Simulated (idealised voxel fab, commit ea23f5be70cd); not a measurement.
Module name: voxel self aligned contacts (process module)
Xsec cut, 200 nm wide, square cell size 5 nm.
When this document writes out a cross-section, it uses a grid of square cells and lists it as bands, beginning at the top and moving down, with a band standing for one or more rows of cells.
Look at the band entry: it leads with the top's height and the bottom's height in nm. Then it lists the materials left to right, with a width in nm for each. The word "all across" on a single material says that material fills the band edge to edge. The word "air" is empty space.
Measure heights from 0. That's the level where, below it, the as-received wafer is all one material. The lowest band is bottomless and extends downward; write it as in "from 0 down".
With a width like "30..40", each row of cells in the band differs from the next by the same amount, the top row carrying the first number and the bottom row the second.
Where a step carries "identical to before", the cross-section came out of it unchanged, cell for cell.
Each empty space that has no open way to the top and spans at least 8 cells appears under "Listed closed voids" as width x height at distance, the distance counted from the left edge, all in nm.
On each step's line, the part that comes after the settings is the simulator's own comment on the step.
If you see "overlay nm" on a step's line and that step has a mask, it's telling you how far right of where it was planned the mask ended up; a negative number means it went left instead.
Planned process steps:
1,RECEIVE | material Si
2,CONFORMAL_DEP | material SiO2 | thk nm 5
3,DIRECTIONAL_DEP | material polySi | thk nm 30
4,DIRECTIONAL_DEP | material SiN | thk nm 20
5,DIRECTIONAL_DEP | material aC | thk nm 15
6,PATTERN | tone cover | mask id GATE | material resist | width nm 25 | pitch nm 60 | thk nm 30 | overlay nm 0
7,DIRECTIONAL_ETCH | etch materials aC | depth nm 15
8,STRIP | etch materials resist
9,DIRECTIONAL_ETCH | etch materials SiN | depth nm 20
10,DIRECTIONAL_ETCH | etch materials polySi | depth nm 30
11,STRIP | etch materials aC
12,CONFORMAL_DEP | material SiN | thk nm 10
13,DIRECTIONAL_ETCH | etch materials SiN | depth nm 10
14,FILL_DEP | material SiO2 | thk nm 15
15,CMP | height nm 60
16,MASKED_ETCH | tone open | mask id CONTACT | width nm 45 | etch materials SiO2 | depth nm 60 | overlay nm 0
17,CONFORMAL_DEP | material TiN | thk nm 5
18,FILL_DEP | material Ru | thk nm 5
19,CMP | height nm 60
20,CONFORMAL_DEP | material SiN | thk nm 5
The first of a set of two wafers, run to plan:
As received (post step 1): cross-section:
	from 0 down = Si all across
	Listed closed voids: none
Wafer section view after processing step 2:
	from 5 to 0 = SiO2 all across
	Nothing below the height 0 has changed.
Wafer section view after processing step 3:
	from 35 to 5 = polySi all across
	Nothing below the height 5 has changed.
Wafer section view after processing step 4:
	from 55 to 35 = SiN all across
	Nothing below the height 35 has changed.
Wafer section view after processing step 5:
	from 70 to 55 = aC all across
	Nothing below the height 55 has changed.
Wafer section view after processing step 6:
	from 100 to 70 = air (55); resist (25); air (35); resist (25); air (60)
	Nothing below the height 70 has changed.
Wafer section view after processing step 7:
	from 85 to 70 = air (55); resist (25); air (35); resist (25); air (60)
	from 70 to 55 = air (55); aC (25); air (35); aC (25); air (60)
	Nothing below the height 55 has changed.
Wafer section view after processing step 8:
	from 70 to 55 = air (55); aC (25); air (35); aC (25); air (60)
	Nothing below the height 55 has changed.
Wafer section view after processing step 9:
	from 70 to 55 = air (55); aC (25); air (35); aC (25); air (60)
	from 55 to 35 = air (55); SiN (25); air (35); SiN (25); air (60)
	Nothing below the height 35 has changed.
Wafer section view after processing step 10:
	from 70 to 55 = air (55); aC (25); air (35); aC (25); air (60)
	from 55 to 35 = air (55); SiN (25); air (35); SiN (25); air (60)
	from 35 to 5 = air (55); polySi (25); air (35); polySi (25); air (60)
	Nothing below the height 5 has changed.
Wafer section view after processing step 11:
	from 55 to 35 = air (55); SiN (25); air (35); SiN (25); air (60)
	Nothing below the height 35 has changed.
Wafer section view after processing step 12:
	from 65 to 35 = air (45); SiN (45); air (15); SiN (45); air (50)
	from 35 to 15 = air (45); SiN (10); polySi (25); SiN (10); air (15); SiN (10); polySi (25); SiN (10); air (50)
	from 15 to 5 = SiN (55); polySi (25); SiN (35); polySi (25); SiN (60)
	Nothing below the height 5 has changed.
Wafer section view after processing step 13:
	from 55 to 35 = air (45); SiN (45); air (15); SiN (45); air (50)
	from 35 to 5 = air (45); SiN (10); polySi (25); SiN (10); air (15); SiN (10); polySi (25); SiN (10); air (50)
	Nothing below the height 5 has changed.
Wafer section view after processing step 14:
	from 70 to 55 = SiO2 all across
	from 55 to 35 = SiO2 (45); SiN (45); SiO2 (15); SiN (45); SiO2 (50)
	from 35 to 5 = SiO2 (45); SiN (10); polySi (25); SiN (10); SiO2 (15); SiN (10); polySi (25); SiN (10); SiO2 (50)
	Nothing below the height 5 has changed.
Wafer section view after processing step 15:
	from 60 to 55 = SiO2 all across
	Nothing below the height 55 has changed.
Wafer section view after processing step 16:
	from 60 to 55 = SiO2 (75); air (45); SiO2 (80)
	from 55 to 35 = SiO2 (45); SiN (45); air (15); SiN (45); SiO2 (50)
	from 35 to 5 = SiO2 (45); SiN (10); polySi (25); SiN (10); air (15); SiN (10); polySi (25); SiN (10); SiO2 (50)
	from 5 to 0 = SiO2 (90); air (15); SiO2 (95)
	Nothing below the height 0 has changed.
Wafer section view after processing step 17:
	from 65 to 60 = TiN (80); air (35); TiN (85)
	from 60 to 55 = SiO2 (75); TiN (20); air (5); TiN (20); SiO2 (80)
	from 55 to 35 = SiO2 (45); SiN (45); TiN (5); air (5); TiN (5); SiN (45); SiO2 (50)
	from 35 to 5 = SiO2 (45); SiN (10); polySi (25); SiN (10); TiN (5); air (5); TiN (5); SiN (10); polySi (25); SiN (10); SiO2 (50)
	from 5 to 0 = SiO2 (90); TiN (15); SiO2 (95)
	Nothing below the height 0 has changed.
Wafer section view after processing step 18:
	from 70 to 65 = Ru all across
	from 65 to 60 = TiN (80); Ru (35); TiN (85)
	from 60 to 55 = SiO2 (75); TiN (20); Ru (5); TiN (20); SiO2 (80)
	from 55 to 35 = SiO2 (45); SiN (45); TiN (5); Ru (5); TiN (5); SiN (45); SiO2 (50)
	from 35 to 5 = SiO2 (45); SiN (10); polySi (25); SiN (10); TiN (5); Ru (5); TiN (5); SiN (10); polySi (25); SiN (10); SiO2 (50)
	Nothing below the height 5 has changed.
Wafer section view after processing step 19:
	from 60 to 55 = SiO2 (75); TiN (20); Ru (5); TiN (20); SiO2 (80)
	Nothing below the height 55 has changed.
Wafer section view after processing step 20:
	from 65 to 60 = SiN all across
	Nothing below the height 60 has changed.
Notes, second wafer: start = first wafer's, plan = first wafer's, execution had one mistake; history identical to first through step 2:
Cross-section of the second wafer corresponding to the planned conclusion of step 3:
	from 35 to 5 = TiN all across
	Nothing below the height 5 has changed.
Cross-section of the second wafer corresponding to the planned conclusion of step 4:
	from 55 to 35 = SiN all across
	Nothing below the height 35 has changed.
Cross-section of the second wafer corresponding to the planned conclusion of step 5:
	from 70 to 55 = aC all across
	Nothing below the height 55 has changed.
Cross-section of the second wafer corresponding to the planned conclusion of step 6:
	from 100 to 70 = air (55); resist (25); air (35); resist (25); air (60)
	Nothing below the height 70 has changed.
Cross-section of the second wafer corresponding to the planned conclusion of step 7:
	from 85 to 70 = air (55); resist (25); air (35); resist (25); air (60)
	from 70 to 55 = air (55); aC (25); air (35); aC (25); air (60)
	Nothing below the height 55 has changed.
Cross-section of the second wafer corresponding to the planned conclusion of step 8:
	from 70 to 55 = air (55); aC (25); air (35); aC (25); air (60)
	Nothing below the height 55 has changed.
Cross-section of the second wafer corresponding to the planned conclusion of step 9:
	from 70 to 55 = air (55); aC (25); air (35); aC (25); air (60)
	from 55 to 35 = air (55); SiN (25); air (35); SiN (25); air (60)
	Nothing below the height 35 has changed.
Cross-section of the second wafer corresponding to the planned conclusion of step 10: identical to before
Cross-section of the second wafer corresponding to the planned conclusion of step 11:
	from 55 to 35 = air (55); SiN (25); air (35); SiN (25); air (60)
	Nothing below the height 35 has changed.
Cross-section of the second wafer corresponding to the planned conclusion of step 12:
	from 65 to 45 = air (45); SiN (45); air (15); SiN (45); air (50)
	from 45 to 35 = SiN all across
	Nothing below the height 35 has changed.
Cross-section of the second wafer corresponding to the planned conclusion of step 13:
	from 55 to 35 = air (45); SiN (45); air (15); SiN (45); air (50)
	Nothing below the height 35 has changed.
Cross-section of the second wafer corresponding to the planned conclusion of step 14:
	from 70 to 55 = SiO2 all across
	from 55 to 35 = SiO2 (45); SiN (45); SiO2 (15); SiN (45); SiO2 (50)
	Nothing below the height 35 has changed.
Cross-section of the second wafer corresponding to the planned conclusion of step 15:
	from 60 to 55 = SiO2 all across
	Nothing below the height 55 has changed.
Cross-section of the second wafer corresponding to the planned conclusion of step 16:
	from 60 to 55 = SiO2 (75); air (45); SiO2 (80)
	from 55 to 35 = SiO2 (45); SiN (45); air (15); SiN (45); SiO2 (50)
	Nothing below the height 35 has changed.
Cross-section of the second wafer corresponding to the planned conclusion of step 17:
	from 65 to 60 = TiN (80); air (35); TiN (85)
	from 60 to 55 = SiO2 (75); TiN (20); air (5); TiN (20); SiO2 (80)
	from 55 to 40 = SiO2 (45); SiN (45); TiN (5); air (5); TiN (5); SiN (45); SiO2 (50)
	from 40 to 35 = SiO2 (45); SiN (45); TiN (15); SiN (45); SiO2 (50)
	Nothing below the height 35 has changed.
Cross-section of the second wafer corresponding to the planned conclusion of step 18:
	from 70 to 65 = Ru all across
	from 65 to 60 = TiN (80); Ru (35); TiN (85)
	from 60 to 55 = SiO2 (75); TiN (20); Ru (5); TiN (20); SiO2 (80)
	from 55 to 40 = SiO2 (45); SiN (45); TiN (5); Ru (5); TiN (5); SiN (45); SiO2 (50)
	Nothing below the height 40 has changed.
Cross-section of the second wafer corresponding to the planned conclusion of step 19:
	from 60 to 55 = SiO2 (75); TiN (20); Ru (5); TiN (20); SiO2 (80)
	Nothing below the height 55 has changed.
Cross-section of the second wafer corresponding to the planned conclusion of step 20:
	from 65 to 60 = SiN all across
	Nothing below the height 60 has changed.
Short version of what went wrong: so step 3 ended up running with a different setting than we planned, it ran as DIRECTIONAL_DEP | material TiN | thk nm 30
Final wafer comparison in cells, second versus first, more or fewer per material: 7 fewer of Ru; 48 fewer of SiN; 111 fewer of SiO2; 226 more of TiN; 60 fewer of polySi
